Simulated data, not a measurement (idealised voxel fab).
This section sets out a process module, namely voxel capacitor over wiring.
We display cut, a cross-section 270 nm in width whose square cells are each 5 nm.
Cross-section format: a grid of square cells, given as bands from top to bottom; each band is one or more rows of cells.
Heads up on the band format: heights come first, top then bottom, in nm. After that it's the materials left to right, each with its width in nm. A single material flagged "everywhere" fills the whole band edge to edge, and "empty" means there's empty space there.
Where do heights start? At 0: under that level the wafer as delivered is made of one material only. And the lowest band has no floor; it just carries on downward, as in "0 nm and below".
When a width is written as two numbers, as in "30->40", the first number is the width in the top row of cells of the band and the second is the width in its bottom row, and the width changes by the same amount from each row to the next.
Basically "no modification" means that step didn't change any cell in the cross-section.
Under "Closed void catalog" you'll find the enclosed gaps, the ones with no way out to the top, that are 8 cells or bigger; each reads width x height at distance, with distance counted from the left edge, everything in nm.
Note: text after step settings on the step line = simulator remark on that step.
overlay nm: right-of-plan distance of the mask on a masked step; negative values mean left-of-plan.
[plan]
1) RECEIVE (material Si)
2) CONFORMAL_DEP (material SiO2; thk nm 15)
3) CONFORMAL_DEP (material SiN; thk nm 5)
4) DIRECTIONAL_DEP (material SiO2; thk nm 20)
5) DIRECTIONAL_DEP (material aC; thk nm 15)
6) PATTERN (tone open; mask id METAL_1; material resist; width nm 30; pitch nm 80; thk nm 35; overlay nm 0)
7) DIRECTIONAL_ETCH (etch materials aC; depth nm 15)
8) STRIP (etch materials resist)
9) DIRECTIONAL_ETCH (etch materials SiO2; depth nm 20)
10) DIRECTIONAL_ETCH (etch materials SiN; depth nm 5)
11) STRIP (etch materials aC)
12) CONFORMAL_DEP (material TiN; thk nm 5)
13) FILL_DEP (material Cu; thk nm 5)
14) CMP (height nm 40)
15) CONFORMAL_DEP (material SiCN; thk nm 5)
16) DIRECTIONAL_DEP (material lowk; thk nm 20)
17) MASKED_ETCH (tone open; mask id PLUG_1; width nm 15; etch materials lowk; depth nm 20; overlay nm 0)
18) MASKED_ETCH (tone open; mask id PLUG_1; width nm 15; etch materials SiCN; depth nm 5; overlay nm 0)
19) CONFORMAL_DEP (material TiN; thk nm 5)
20) FILL_DEP (material Cu; thk nm 5)
21) CMP (height nm 65)
22) DIRECTIONAL_DEP (material TiN; thk nm 10)
23) DIRECTIONAL_DEP (material HfO2; thk nm 5)
24) DIRECTIONAL_DEP (material TiN; thk nm 5)
25) PATTERN (tone cover; mask id UPPER_PLATE; material resist; width nm 55; thk nm 15; overlay nm 0)
26) DIRECTIONAL_ETCH (etch materials TiN; depth nm 5)
27) DIRECTIONAL_ETCH (etch materials HfO2; depth nm 5)
28) STRIP (etch materials resist)
29) DIRECTIONAL_DEP (material aC; thk nm 10)
30) PATTERN (tone cover; mask id LOWER_PLATE; material resist; width nm 65; thk nm 25; overlay nm 0)
31) DIRECTIONAL_ETCH (etch materials aC; depth nm 10)
32) STRIP (etch materials resist)
33) DIRECTIONAL_ETCH (etch materials TiN; depth nm 10)
34) STRIP (etch materials aC)
35) FILL_DEP (material SiO2; thk nm 15)
36) CMP (height nm 95)
37) DIRECTIONAL_DEP (material aC; thk nm 10)
38) PATTERN (tone open; mask id PLUG_2; material resist; width nm 15; thk nm 30; overlay nm 0)
39) DIRECTIONAL_ETCH (etch materials aC; depth nm 10)
40) STRIP (etch materials resist)
41) DIRECTIONAL_ETCH (etch materials SiO2; depth nm 10)
42) STRIP (etch materials aC)
43) CONFORMAL_DEP (material TiN; thk nm 5)
44) FILL_DEP (material Ru; thk nm 5)
45) CMP (height nm 95)
46) CONFORMAL_DEP (material SiN; thk nm 5)
[As received (post step 1): cross-section]
	0 nm and below: Si everywhere
	Closed void catalog: none
[The cross-section shown corresponds to the wafer at the conclusion of the module. The initial structure and the process plan are those presented above; however, one mistake occurred in executing the plan]
	100 nm to 95 nm: SiN everywhere
	95 nm to 90 nm: 105 of SiO2 / 5 of TiN / 5 of Ru / 5 of TiN / 150 of SiO2
	90 nm to 80 nm: 105->95 of SiO2 / 15->55 of TiN / 150->120 of SiO2
	80 nm to 75 nm: 95 of SiO2 / 55 of HfO2 / 120 of SiO2
	75 nm to 65 nm: 90 of SiO2 / 65 of TiN / 115 of SiO2
	65 nm to 45 nm: 95 of lowk / 5 of TiN / 5 of Cu / 5 of TiN / 160 of lowk
	45 nm to 40 nm: 95 of SiCN / 15 of TiN / 160 of SiCN
	40 nm to 35 nm: 80 of SiO2 / 5 of TiN / 20 of Cu / 5 of TiN / 50 of SiO2 / 5 of TiN / 20 of Cu / 5 of TiN / 80 of SiO2
	35 nm to 30 nm: 80 of SiN / 30 of TiN / 50 of SiN / 30 of TiN / 80 of SiN
	30 nm to 0 nm: SiO2 everywhere
	0 nm and below: Si everywhere
	Closed void catalog: none
Nonconformance to the process plan: it should be noted that step 2 of the plan was executed twice
